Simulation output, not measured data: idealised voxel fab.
process module | voxel wiring stack
cross-section cut | 180 nm wide | cells 5 nm
A cross-section is a grid of square cells, given in bands from the top down. A band is one or more rows of cells.
Each band's line starts with the height of the band's top and of its bottom, in nm. Then come its materials from left to right, each with its width in nm. One material with "throughout" fills the band from edge to edge. "air" is empty space.
Height 0 is the level under which the wafer as received is all one material. The lowest band goes on downwards, as in "0 down".
A width such as "30 to 40" changes by the same amount from each row of cells to the next, from the band's top row to its bottom row.
"no change" after a step means that no cell of the cross-section changed.
closed voids: empty space of 8 cells or more with no open way to the top, each as width x height at its distance from the left edge, in nm
after a step's settings: what the simulator itself notes on the step
overlay nm, on a step with a mask: how far to the right of its planned place the mask lay; to the left if negative
plan
1 op RECEIVE | material Si
2 op CONFORMAL_DEP | material SiO2 | thk nm 10
3 op DIRECTIONAL_DEP | material TiN | thk nm 5
4 op DIRECTIONAL_DEP | material Ru | thk nm 20
5 op PATTERN | tone cover | mask id METAL_1 | material resist | width nm 30 | pitch nm 45 | thk nm 15 | overlay nm 0
6 op DIRECTIONAL_ETCH | etch materials Ru | depth nm 20
7 op DIRECTIONAL_ETCH | etch materials TiN | depth nm 5
8 op STRIP | etch materials resist
9 op FILL_DEP | material lowk | thk nm 5
10 op CMP | height nm 35
11 op CONFORMAL_DEP | material SiCN | thk nm 5
12 op DIRECTIONAL_DEP | material lowk | thk nm 15
13 op MASKED_ETCH | tone open | mask id PLUG_1 | width nm 15 | pitch nm 45 | etch materials lowk | depth nm 15 | overlay nm 0
14 op MASKED_ETCH | tone open | mask id PLUG_1 | width nm 15 | pitch nm 45 | etch materials SiCN | depth nm 5 | overlay nm 0
15 op CONFORMAL_DEP | material TiN | thk nm 5
16 op FILL_DEP | material Cu | thk nm 5
17 op CMP | height nm 55
18 op DIRECTIONAL_DEP | material TiN | thk nm 5
19 op DIRECTIONAL_DEP | material W | thk nm 25
20 op DIRECTIONAL_DEP | material aC | thk nm 15
21 op PATTERN | tone cover | mask id METAL_2 | material resist | width nm 30 | pitch nm 45 | thk nm 35 | overlay nm 0
22 op DIRECTIONAL_ETCH | etch materials aC | depth nm 15
23 op STRIP | etch materials resist
24 op DIRECTIONAL_ETCH | etch materials W | depth nm 25
25 op DIRECTIONAL_ETCH | etch materials TiN | depth nm 5
26 op STRIP | etch materials aC
27 op CONFORMAL_DEP | material SiN | thk nm 5
28 op FILL_DEP | material lowk | thk nm 10
29 op CMP | height nm 85
30 op CONFORMAL_DEP | material SiCN | thk nm 5
31 op DIRECTIONAL_DEP | material lowk | thk nm 10
32 op MASKED_ETCH | tone open | mask id PLUG_2 | width nm 15 | etch materials lowk | depth nm 10 | overlay nm 0
33 op MASKED_ETCH | tone open | mask id PLUG_2 | width nm 15 | etch materials SiCN | depth nm 5 | overlay nm 0
34 op EPI | material Ru | thk nm 10
35 op EPI | material Ru | thk nm 5
36 op DIRECTIONAL_DEP | material TiN | thk nm 5
37 op DIRECTIONAL_DEP | material W | thk nm 25
38 op MASKED_ETCH | tone cover | mask id METAL_3 | width nm 30 | pitch nm 45 | etch materials W | depth nm 25 | overlay nm 0
39 op MASKED_ETCH | tone cover | mask id METAL_3 | width nm 30 | pitch nm 45 | etch materials TiN | depth nm 5 | overlay nm 0
40 op FILL_DEP | material lowk | thk nm 5
41 op CMP | height nm 130
42 op CONFORMAL_DEP | material SiN | thk nm 5
first wafer, as planned
as received, after step 1
  0 down: Si throughout
  closed voids: none
after step 2
  10 to 0: SiO2 throughout
  below 0: unchanged
after step 3
  15 to 10: TiN throughout
  below 10: unchanged
after step 4
  35 to 15: Ru throughout
  below 15: unchanged
after step 5
  50 to 35: air 50 | resist 30 | air 15 | resist 30 | air 55
  below 35: unchanged
after step 6
  50 to 35: air 50 | resist 30 | air 15 | resist 30 | air 55
  35 to 15: air 50 | Ru 30 | air 15 | Ru 30 | air 55
  below 15: unchanged
after step 7
  50 to 35: air 50 | resist 30 | air 15 | resist 30 | air 55
  35 to 15: air 50 | Ru 30 | air 15 | Ru 30 | air 55
  15 to 10: air 50 | TiN 30 | air 15 | TiN 30 | air 55
  below 10: unchanged
after step 8
  35 to 15: air 50 | Ru 30 | air 15 | Ru 30 | air 55
  below 15: unchanged
after step 9
  40 to 35: lowk throughout
  35 to 15: lowk 50 | Ru 30 | lowk 15 | Ru 30 | lowk 55
  15 to 10: lowk 50 | TiN 30 | lowk 15 | TiN 30 | lowk 55
  below 10: unchanged
after step 10
  35 to 15: lowk 50 | Ru 30 | lowk 15 | Ru 30 | lowk 55
  below 15: unchanged
after step 11
  40 to 35: SiCN throughout
  below 35: unchanged
after step 12
  55 to 40: lowk throughout
  below 40: unchanged
after step 13
  55 to 40: lowk 50 | air 15 | lowk 30 | air 15 | lowk 70
  below 40: unchanged
after step 14
  55 to 40: lowk 50 | air 15 | lowk 30 | air 15 | lowk 70
  40 to 35: SiCN 50 | air 15 | SiCN 30 | air 15 | SiCN 70
  below 35: unchanged
after step 15
  60 to 55: TiN 55 | air 5 | TiN 40 | air 5 | TiN 75
  55 to 40: lowk 50 | TiN 5 | air 5 | TiN 5 | lowk 30 | TiN 5 | air 5 | TiN 5 | lowk 70
  40 to 35: SiCN 50 | TiN 15 | SiCN 30 | TiN 15 | SiCN 70
  below 35: unchanged
after step 16
  65 to 60: Cu throughout
  60 to 55: TiN 55 | Cu 5 | TiN 40 | Cu 5 | TiN 75
  55 to 40: lowk 50 | TiN 5 | Cu 5 | TiN 5 | lowk 30 | TiN 5 | Cu 5 | TiN 5 | lowk 70
  below 40: unchanged
after step 17
  55 to 40: lowk 50 | TiN 5 | Cu 5 | TiN 5 | lowk 30 | TiN 5 | Cu 5 | TiN 5 | lowk 70
  below 40: unchanged
after step 18
  60 to 55: TiN throughout
  below 55: unchanged
after step 19
  85 to 60: W throughout
  below 60: unchanged
after step 20
  100 to 85: aC throughout
  below 85: unchanged
after step 21
  135 to 100: air 50 | resist 30 | air 15 | resist 30 | air 55
  below 100: unchanged
after step 22
  120 to 100: air 50 | resist 30 | air 15 | resist 30 | air 55
  100 to 85: air 50 | aC 30 | air 15 | aC 30 | air 55
  below 85: unchanged
after step 23
  100 to 85: air 50 | aC 30 | air 15 | aC 30 | air 55
  below 85: unchanged
after step 24
  100 to 85: air 50 | aC 30 | air 15 | aC 30 | air 55
  85 to 60: air 50 | W 30 | air 15 | W 30 | air 55
  below 60: unchanged
after step 25
  100 to 85: air 50 | aC 30 | air 15 | aC 30 | air 55
  85 to 60: air 50 | W 30 | air 15 | W 30 | air 55
  60 to 55: air 50 | TiN 30 | air 15 | TiN 30 | air 55
  below 55: unchanged
after step 26
  85 to 60: air 50 | W 30 | air 15 | W 30 | air 55
  below 60: unchanged
after step 27
  90 to 85: air 45 | SiN 40 | air 5 | SiN 40 | air 50
  85 to 60: air 45 | SiN 5 | W 30 | SiN 5 | air 5 | SiN 5 | W 30 | SiN 5 | air 50
  60 to 55: SiN 50 | TiN 30 | SiN 15 | TiN 30 | SiN 55
  below 55: unchanged
after step 28
  100 to 90: lowk throughout
  90 to 85: lowk 45 | SiN 40 | lowk 5 | SiN 40 | lowk 50
  85 to 60: lowk 45 | SiN 5 | W 30 | SiN 5 | lowk 5 | SiN 5 | W 30 | SiN 5 | lowk 50
  below 60: unchanged
after step 29
  85 to 60: lowk 45 | SiN 5 | W 30 | SiN 5 | lowk 5 | SiN 5 | W 30 | SiN 5 | lowk 50
  below 60: unchanged
after step 30
  90 to 85: SiCN throughout
  below 85: unchanged
after step 31
  100 to 90: lowk throughout
  below 90: unchanged
after step 32
  100 to 90: lowk 50 | air 15 | lowk 115
  below 90: unchanged
after step 33
  100 to 90: lowk 50 | air 15 | lowk 115
  90 to 85: SiCN 50 | air 15 | SiCN 115
  below 85: unchanged
after step 34
  100 to 95: lowk 50 | air 15 | lowk 115
  95 to 90: lowk 50 | Ru 15 | lowk 115
  90 to 85: SiCN 50 | Ru 15 | SiCN 115
  below 85: unchanged
after step 35
  100 to 90: lowk 50 | Ru 15 | lowk 115
  below 90: unchanged
after step 36
  105 to 100: TiN throughout
  below 100: unchanged
after step 37
  130 to 105: W throughout
  below 105: unchanged
after step 38
  130 to 105: air 50 | W 30 | air 15 | W 30 | air 55
  below 105: unchanged
after step 39
  130 to 105: air 50 | W 30 | air 15 | W 30 | air 55
  105 to 100: air 50 | TiN 30 | air 15 | TiN 30 | air 55
  below 100: unchanged
after step 40
  135 to 130: lowk throughout
  130 to 105: lowk 50 | W 30 | lowk 15 | W 30 | lowk 55
  105 to 100: lowk 50 | TiN 30 | lowk 15 | TiN 30 | lowk 55
  below 100: unchanged
after step 41
  130 to 105: lowk 50 | W 30 | lowk 15 | W 30 | lowk 55
  below 105: unchanged
after step 42
  135 to 130: SiN throughout
  below 130: unchanged
second wafer: like start, like plan, one mistake. Through step 33 it matches the first wafer
when step 34 should have ended
  105 to 100: air 45 | Ru 25 | air 110
  100 to 90: lowk 50 | Ru 15 | lowk 115
  90 to 85: SiCN 50 | Ru 15 | SiCN 115
  below 85: unchanged
when step 35 should have ended
  110 to 100: air 40 | Ru 35 | air 105
  below 100: unchanged
when step 36 should have ended
  115 to 110: air 40 | TiN 35 | air 105
  110 to 105: air 40 | Ru 35 | air 105
  105 to 100: TiN 40 | Ru 35 | TiN 105
  below 100: unchanged
when step 37 should have ended
  140 to 130: air 40 | W 35 | air 105
  130 to 115: W throughout
  115 to 110: W 40 | TiN 35 | W 105
  110 to 105: W 40 | Ru 35 | W 105
  below 105: unchanged
when step 38 should have ended
  140 to 130: air 50 | W 25 | air 105
  130 to 115: air 50 | W 30 | air 15 | W 30 | air 55
  115 to 110: air 40 | TiN 35 | W 5 | air 15 | W 30 | air 55
  110 to 105: air 40 | Ru 35 | W 5 | air 15 | W 30 | air 55
  below 105: unchanged
when step 39 should have ended
  140 to 130: air 50 | W 25 | air 105
  130 to 115: air 50 | W 30 | air 15 | W 30 | air 55
  115 to 110: air 50 | TiN 25 | W 5 | air 15 | W 30 | air 55
  110 to 105: air 40 | Ru 35 | W 5 | air 15 | W 30 | air 55
  105 to 100: air 40 | Ru 35 | TiN 5 | air 15 | TiN 30 | air 55
  below 100: unchanged
when step 40 should have ended
  145 to 140: lowk throughout
  140 to 130: lowk 50 | W 25 | lowk 105
  130 to 115: lowk 50 | W 30 | lowk 15 | W 30 | lowk 55
  115 to 110: lowk 50 | TiN 25 | W 5 | lowk 15 | W 30 | lowk 55
  110 to 105: lowk 40 | Ru 35 | W 5 | lowk 15 | W 30 | lowk 55
  105 to 100: lowk 40 | Ru 35 | TiN 5 | lowk 15 | TiN 30 | lowk 55
  below 100: unchanged
when step 41 should have ended
  130 to 115: lowk 50 | W 30 | lowk 15 | W 30 | lowk 55
  below 115: unchanged
when step 42 should have ended
  135 to 130: SiN throughout
  below 130: unchanged
what went wrong: step 34 was run twice
at the end the second wafer has, in cells: 14 more of Ru | 10 fewer of W | 4 fewer of lowk
